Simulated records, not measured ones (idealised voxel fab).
process module | voxel transistor to metal
Section shown: cut. Width: 300 nm. Cell size: 5 nm, square.
A cross-section in this document is a grid of square cells, and it is written down as bands, the top band listed before the ones below it; a band is made up of one or more rows of cells.
In this notation a band is specified by the heights of its top and bottom, in that order and in nm, after which its materials appear from left to right, each paired with its width in nm. The word "edge to edge" attached to a single material means that material fills the band from edge to edge; the word "blank" stands for empty space.
A quick word on heights: they are counted from 0, and under that level the wafer as it came to us is one material throughout. The lowest band is different from the rest in having no bottom; it simply continues downward, written as in "top 0, no bottom".
Quick explanation for "30->40": the width changes in equal steps down the rows of cells, from the first number in the band's top row to the second number in its bottom row.
The designation "no alteration", where it is given for a processing step, indicates that no cell of the cross-section was altered in the course of that step.
Basically, "Sealed void listing" tells you about the enclosed voids: empty spaces with no open way to the top, 8 cells or bigger, each written width x height at distance, where distance is from the left edge, all in nm.
That trailing text on a step's line, after the settings, is the simulator's own remark on the step.
What "overlay nm" on a step's line means: if the step has a mask, that mask lay this far to the right of its planned place, or, when the value is negative, to the left.
Set out below are the planned steps of the process:
step 1: RECEIVE, material Si
step 2: OXIDIZE, depth nm 5
step 3: CONFORMAL_DEP, material SiN, thk nm 15
step 4: MASKED_ETCH, tone cover, mask id ACTIVE, width nm 105, pitch nm 130, etch materials SiN, depth nm 15, overlay nm 0
step 5: MASKED_ETCH, tone cover, mask id ACTIVE, width nm 105, pitch nm 130, etch materials SiO2, depth nm 5, overlay nm 0
step 6: MASKED_ETCH, tone cover, mask id ACTIVE, width nm 105, pitch nm 130, etch materials Si, depth nm 20, overlay nm 0
step 7: FILL_DEP, material SiO2, thk nm 10
step 8: CMP, height nm 15
step 9: SELECTIVE_ETCH, etch materials SiO2, depth nm 5
step 10: STRIP, etch materials SiN
step 11: SELECTIVE_ETCH, etch materials SiO2, depth nm 5
step 12: OXIDIZE, depth nm 5
step 13: DIRECTIONAL_DEP, material polySi, thk nm 30
step 14: DIRECTIONAL_DEP, material SiCN, thk nm 10
step 15: PATTERN, tone cover, mask id GATE, material resist, width nm 15, pitch nm 130, thk nm 20, overlay nm 0
step 16: DIRECTIONAL_ETCH, etch materials SiCN, depth nm 20
step 17: DIRECTIONAL_ETCH, etch materials polySi, depth nm 40
step 18: STRIP, etch materials resist
step 19: CONFORMAL_DEP, material SiN, thk nm 10
step 20: DIRECTIONAL_ETCH, etch materials SiN, depth nm 10
step 21: DIRECTIONAL_ETCH, etch materials SiO2, depth nm 5
step 22: DIRECTIONAL_ETCH, etch materials Si, depth nm 10
step 23: EPI, material SiGe, thk nm 15
step 24: FILL_DEP, material SiO2, thk nm 10
step 25: CMP, height nm 35
step 26: DIRECTIONAL_DEP, material SiO2, thk nm 15
step 27: PATTERN, tone open, mask id CONTACT, material resist, width nm 20, thk nm 20, overlay nm 0
step 28: DIRECTIONAL_ETCH, etch materials SiO2, depth nm 45
step 29: STRIP, etch materials resist
step 30: CONFORMAL_DEP, material TiN, thk nm 5
step 31: FILL_DEP, material W, thk nm 5
step 32: CMP, height nm 50
step 33: DIRECTIONAL_DEP, material TiN, thk nm 5
step 34: DIRECTIONAL_DEP, material W, thk nm 20
step 35: MASKED_ETCH, tone cover, mask id METAL_1, width nm 20, etch materials W, depth nm 20, overlay nm 0
step 36: MASKED_ETCH, tone cover, mask id METAL_1, width nm 20, etch materials TiN, depth nm 5, overlay nm 0
step 37: FILL_DEP, material SiO2, thk nm 5
step 38: CMP, height nm 75
step 39: CONFORMAL_DEP, material SiCN, thk nm 5
step 40: DIRECTIONAL_DEP, material lowk, thk nm 30
step 41: DIRECTIONAL_DEP, material aC, thk nm 10
step 42: PATTERN, tone open, mask id METAL_2, material resist, width nm 20, pitch nm 130, thk nm 30, overlay nm 0
step 43: DIRECTIONAL_ETCH, etch materials aC, depth nm 10
step 44: STRIP, etch materials resist
step 45: DIRECTIONAL_ETCH, etch materials lowk, depth nm 15
step 46: STRIP, etch materials aC
step 47: DIRECTIONAL_DEP, material aC, thk nm 10
step 48: PATTERN, tone open, mask id METAL_2_HOLES, material resist, width nm 15, pitch nm 130, thk nm 25, overlay nm 0
step 49: DIRECTIONAL_ETCH, etch materials aC, depth nm 10
step 50: STRIP, etch materials resist
step 51: DIRECTIONAL_ETCH, etch materials lowk, depth nm 15
step 52: DIRECTIONAL_ETCH, etch materials SiCN, depth nm 5
step 53: STRIP, etch materials aC
step 54: CONFORMAL_DEP, material TiN, thk nm 5
step 55: FILL_DEP, material Cu, thk nm 10
step 56: CMP, height nm 110
step 57: CONFORMAL_DEP, material SiCN, thk nm 5
Wafer cross-section on receipt, i.e. after step 1:
    top 0, no bottom: Si edge to edge
    Sealed void listing: none
Cross-section, end of module. Start: as above. Plan: as above. Execution: one mistake:
    top 115, bottom 110: SiCN edge to edge
    top 110, bottom 100: lowk 35 nm / TiN 5 nm / Cu 10 nm / TiN 5 nm / lowk 110 nm / TiN 5 nm / Cu 10 nm / TiN 5 nm / lowk 115 nm
    top 100, bottom 95: lowk 35 nm / TiN 5 nm / Cu 5 nm / TiN 10 nm / lowk 110 nm / TiN 5 nm / Cu 5 nm / TiN 10 nm / lowk 115 nm
    top 95, bottom 80: lowk 35 nm / TiN 5 nm / Cu 5 nm / TiN 5 nm / lowk 115 nm / TiN 5 nm / Cu 5 nm / TiN 5 nm / lowk 120 nm
    top 80, bottom 75: SiCN 35 nm / TiN 15 nm / SiCN 115 nm / TiN 15 nm / SiCN 120 nm
    top 75, bottom 55: SiO2 35 nm / W 20 nm / SiO2 55 nm / W 20 nm / SiO2 35 nm / W 20 nm / SiO2 55 nm / W 20 nm / SiO2 40 nm
    top 55, bottom 50: W edge to edge
    top 50, bottom 35: SiO2 35 nm / TiN 5 nm / W 10 nm / TiN 5 nm / SiO2 55 nm / TiN 5 nm / W 10 nm / TiN 5 nm / SiO2 35 nm / TiN 5 nm / W 10 nm / TiN 5 nm / SiO2 55 nm / TiN 5 nm / W 10 nm / TiN 5 nm / SiO2 40 nm
    top 35, bottom 25: SiO2 35 nm / TiN 5 nm / W 10 nm / TiN 5 nm / SiO2 10 nm / SiN 10 nm / SiCN 15 nm / SiN 10 nm / SiO2 10 nm / TiN 5 nm / W 10 nm / TiN 5 nm / SiO2 35 nm / TiN 5 nm / W 10 nm / TiN 5 nm / SiO2 10 nm / SiN 10 nm / SiCN 15 nm / SiN 10 nm / SiO2 10 nm / TiN 5 nm / W 10 nm / TiN 5 nm / SiO2 40 nm
    top 25, bottom 10: SiO2 35 nm / TiN 5 nm / W 10 nm / TiN 5 nm / SiO2 10 nm / SiN 10 nm / polySi 15 nm / SiN 10 nm / SiO2 10 nm / TiN 5 nm / W 10 nm / TiN 5 nm / SiO2 35 nm / TiN 5 nm / W 10 nm / TiN 5 nm / SiO2 10 nm / SiN 10 nm / polySi 15 nm / SiN 10 nm / SiO2 10 nm / TiN 5 nm / W 10 nm / TiN 5 nm / SiO2 40 nm
    top 10, bottom 5: SiO2 35 nm / TiN 20 nm / SiO2 10 nm / SiN 10 nm / polySi 15 nm / SiN 10 nm / SiO2 10 nm / TiN 20 nm / SiO2 35 nm / TiN 20 nm / SiO2 10 nm / SiN 10 nm / polySi 15 nm / SiN 10 nm / SiO2 10 nm / TiN 20 nm / SiO2 40 nm
    top 5, bottom -5: SiO2 25 nm / SiN 10 nm / SiGe 30 nm / SiN 10 nm / polySi 15 nm / SiN 10 nm / SiGe 30 nm / SiN 10 nm / SiO2 15 nm / SiN 10 nm / SiGe 30 nm / SiN 10 nm / polySi 15 nm / SiN 10 nm / SiGe 30 nm / SiN 10 nm / SiO2 30 nm
    top -5, bottom -10: SiO2 35 nm / SiGe 30 nm / SiO2 35 nm / SiGe 30 nm / SiO2 35 nm / SiGe 30 nm / SiO2 35 nm / SiGe 30 nm / SiO2 40 nm
    top -10, bottom -20: SiO2 30 nm / Si 5 nm / SiGe 30 nm / Si 35 nm / SiGe 30 nm / Si 5 nm / SiO2 25 nm / Si 5 nm / SiGe 30 nm / Si 35 nm / SiGe 30 nm / Si 5 nm / SiO2 35 nm
    top -20, bottom -25: SiO2 30 nm / Si 105 nm / SiO2 25 nm / Si 105 nm / SiO2 35 nm
    top -25, no bottom: Si edge to edge
    Sealed void listing: none
Run error: rather than as planned, step 33 actually ran as DIRECTIONAL_DEP, material W, thk nm 5
